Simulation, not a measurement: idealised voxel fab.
process module | voxel self aligned vias
cross-section cut | 255 nm wide | cells 5 nm
A cross-section is a grid of square cells, given in bands from the top down. A band is one or more rows of cells.
Each band's line starts with the height of the band's top and of its bottom, in nm. Then come its materials from left to right, each with its width in nm. One material with "throughout" fills the band from edge to edge. "air" is empty space.
Height 0 is the level under which the wafer as received is all one material. The lowest band goes on downwards, as in "0 down".
A width such as "30 to 40" changes by the same amount from each row of cells to the next, from the band's top row to its bottom row.
"no change" after a step means that no cell of the cross-section changed.
closed voids: empty space of 8 cells or more with no open way to the top, each as width x height at its distance from the left edge, in nm
after a step's settings: what the simulator itself notes on the step
overlay nm, on a step with a mask: how far to the right of its planned place the mask lay; to the left if negative
plan
1 op RECEIVE | material Si
2 op CONFORMAL_DEP | material SiO2 | thk nm 10
3 op CONFORMAL_DEP | material SiCN | thk nm 5
4 op DIRECTIONAL_DEP | material lowk | thk nm 30
5 op PATTERN | tone open | mask id LINES | material resist | width nm 25 | pitch nm 70 | thk nm 15 | overlay nm 0
6 op DIRECTIONAL_ETCH | etch materials lowk | depth nm 30
7 op STRIP | etch materials resist
8 op CONFORMAL_DEP | material TiN | thk nm 5
9 op FILL_DEP | material Ru | thk nm 5
10 op CMP | height nm 45
11 op SELECTIVE_ETCH | etch materials W Ru TiN | depth nm 5
12 op FILL_DEP | material SiN | thk nm 10
13 op CMP | height nm 45
14 op DIRECTIONAL_DEP | material lowk | thk nm 15
15 op DIRECTIONAL_DEP | material aC | thk nm 10
16 op PATTERN | tone open | mask id VIAS | material resist | width nm 45 | thk nm 30 | overlay nm 0
17 op DIRECTIONAL_ETCH | etch materials aC | depth nm 10
18 op STRIP | etch materials resist
19 op DIRECTIONAL_ETCH | etch materials lowk | depth nm 15
20 op DIRECTIONAL_ETCH | etch materials SiN | depth nm 5
21 op STRIP | etch materials aC
22 op CONFORMAL_DEP | material TiN | thk nm 5
23 op FILL_DEP | material Ru | thk nm 5
24 op CMP | height nm 60
25 op CONFORMAL_DEP | material SiN | thk nm 5
as received, after step 1
  0 down: Si throughout
  closed voids: none
a wafer at the end: this start, this plan, one mistake
  65 to 60: SiN throughout
  60 to 50: lowk 70 | TiN 5 | Ru 35 | TiN 5 | lowk 140
  50 to 45: lowk 70 | TiN 15 | Ru 15 | TiN 15 | lowk 140
  45 to 40: lowk 80 | TiN 25 | lowk 45 | SiN 25 | lowk 80
  40 to 30: lowk 80 | SiN 25 | lowk 45 | SiN 25 | lowk 80
  30 to 20: lowk 80 | TiN 5 | Ru 15 | TiN 5 | lowk 45 | TiN 5 | Ru 15 | TiN 5 | lowk 80
  20 to 15: lowk 80 | TiN 25 | lowk 45 | TiN 25 | lowk 80
  15 to 10: SiCN throughout
  10 to 0: SiO2 throughout
  0 down: Si throughout
  closed voids: none
what went wrong: step 11 ran as: op SELECTIVE_ETCH | etch materials W Ru TiN | depth nm 15
